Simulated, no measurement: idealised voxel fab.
Title: Process Module voxel ribs on slabs
Displayed cross-section: cut, width of 170 nm, square cells sized 5 nm.
Think of the cross-section as a grid of square cells. We describe it in bands, top to bottom, and each band covers one or more rows of those cells. Per band: top height and bottom height in nm, followed by the left-to-right materials and their widths in nm; "everywhere" marks a single material spanning edge to edge, "blank" marks empty space. Convention: height 0 is the level below which the wafer, as received, is all one material. The lowest band does not terminate at the bottom but continues downward, represented as "from 0 down". Think of "30 to 40" as a width that walks from the first number to the second as you go down the band, top row to bottom row, taking equal-sized steps from row to row. For the purposes of this document, the phrase "no alterations made" attached to a step denotes that no cell within the cross-section was modified by that step. Under "Listed closed voids" you'll find the enclosed gaps, the ones with no way out to the top, that are 8 cells or bigger; each reads width x height at distance, with distance counted from the left edge, everything in nm. What comes after the settings on a step's line is commentary from the simulator itself on that step. You can add "overlay nm" to a step's line. For a step with a mask, it describes how far the mask lay to the right of its planned position, and a negative number describes a lay to the left.
### This section lists the process steps that were planned
1) RECEIVE: material Si
2) DIRECTIONAL_DEP: material SiO2, thk nm 30
3) DIRECTIONAL_DEP: material polySi, thk nm 15
4) PATTERN: tone cover, mask id RIB, material resist, width nm 25, thk nm 20, overlay nm 0
5) DIRECTIONAL_ETCH: etch materials polySi, depth nm 5
6) STRIP: etch materials resist
7) DIRECTIONAL_DEP: material aC, thk nm 15
8) PATTERN: tone cover, mask id SLAB, material resist, width nm 65, thk nm 35, overlay nm 0
9) DIRECTIONAL_ETCH: etch materials aC, depth nm 15
10) STRIP: etch materials resist
11) DIRECTIONAL_ETCH: etch materials polySi, depth nm 10
12) STRIP: etch materials aC
13) FILL_DEP: material SiO2, thk nm 25
14) CMP: height nm 60
15) DIRECTIONAL_DEP: material W, thk nm 5
16) DIRECTIONAL_DEP: material aC, thk nm 10
17) PATTERN: tone cover, mask id HEATER, material resist, width nm 35, thk nm 30, overlay nm 0
18) DIRECTIONAL_ETCH: etch materials aC, depth nm 10
19) STRIP: etch materials resist
20) DIRECTIONAL_ETCH: etch materials W, depth nm 5
21) STRIP: etch materials aC
22) CONFORMAL_DEP: material SiN, thk nm 5
### Incoming wafer in cross-section (state: after step 1)
* from 0 down  Si everywhere
* Listed closed voids: none
### Wafer cross-section at module end: first of two, run to plan
* from 70 to 65  blank 60 nm | SiN 45 nm | blank 65 nm
* from 65 to 60  SiN 65 nm | W 35 nm | SiN 70 nm
* from 60 to 45  SiO2 everywhere
* from 45 to 40  SiO2 70 nm | polySi 25 nm | SiO2 75 nm
* from 40 to 30  SiO2 50 nm | polySi 65 nm | SiO2 55 nm
* from 30 to 0  SiO2 everywhere
* from 0 down  Si everywhere
* Listed closed voids: none
### This is the second of the two wafers, cross-sectioned at the end of the module; it started exactly like the first and was given the same plan, but it was run with one mistake
* from 70 to 65  blank 60 nm | SiN 45 nm | blank 65 nm
* from 65 to 60  SiN 65 nm | W 35 nm | SiN 70 nm
* from 60 to 45  SiO2 everywhere
* from 45 to 40  SiO2 50 nm | polySi 20 nm | SiO2 25 nm | polySi 20 nm | SiO2 55 nm
* from 40 to 35  SiO2 50 nm | polySi 65 nm | SiO2 55 nm
* from 35 to 30  polySi everywhere
* from 30 to 0  SiO2 everywhere
* from 0 down  Si everywhere
* Listed closed voids: none
Diagnosis: not per plan at step 4, really ran PATTERN: tone open, mask id RIB, material resist, width nm 25, thk nm 20, overlay nm 0
Cell-count delta at end, second wafer over first, by material: SiO2: 24 fewer | polySi: 24 more
